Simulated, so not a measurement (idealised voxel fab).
You're looking at the process module voxel fin reveal.
The width of the displayed cross-section, cut, is 200 nm; its cells are square, with a size of 5 nm.
Cross-section, as written here: a square-cell grid given band by band from the top down, where a band holds one or more rows of cells. The band entry comprises the height of the band's top followed by the height of its bottom, expressed in nm, and subsequently the band's materials from left to right, each stated together with its width in nm. Where a single material is marked with the word "throughout", that material fills the band from edge to edge. The word "blank" represents empty space. Where do heights start? At 0: under that level the wafer as delivered is made of one material only. And the lowest band has no floor; it just carries on downward, as in "0 down". Quick explanation for "30->40": the width changes in equal steps down the rows of cells, from the first number in the band's top row to the second number in its bottom row. The cross-section has no changed cell in any step marked "no modification". "Voids lacking openings" contains a list of empty spaces, each no smaller than 8 cells and without an open way to the top, written in the form width x height at distance with the distance from the left edge and all three in nm. Formally, on a step line, whatever follows the settings is a remark that the simulator itself makes on the step. The "overlay nm" setting may appear on a step's line; for a step that uses a mask, it gives how far to the right of its planned position the mask lay, and a negative value indicates the left.

## plan
- 1: RECEIVE | material Si
- 2: CONFORMAL_DEP | material SiN | thk nm 10
- 3: MASKED_ETCH | tone cover | mask id FINS | width nm 15 | pitch nm 35 | etch materials SiN | depth nm 10 | overlay nm 0
- 4: MASKED_ETCH | tone cover | mask id FINS | width nm 15 | pitch nm 35 | etch materials Si | depth nm 40 | overlay nm 0
- 5: FILL_DEP | material SiO2 | thk nm 15
- 6: CMP | height nm 10
- 7: SELECTIVE_ETCH | etch materials SiO2 | depth nm 25
- 8: STRIP | etch materials SiN

## Cross-section of the incoming wafer, state after step 1
    0 down: Si throughout
    Voids lacking openings: none

## Result of the module, cross-sectioned: start per above, plan per above, one error in how it was run
    10 to 0: 75 of blank | 15 of SiN | 20 of blank | 15 of SiN | 75 of blank
    0 to -15: 75 of blank | 15 of Si | 20 of blank | 15 of Si | 75 of blank
    -15 to -40: 75 of SiO2 | 15 of Si | 20 of SiO2 | 15 of Si | 75 of SiO2
    -40 down: Si throughout
    Voids lacking openings: none
Error vs. plan: step 8 in the plan did not get run; it was skipped
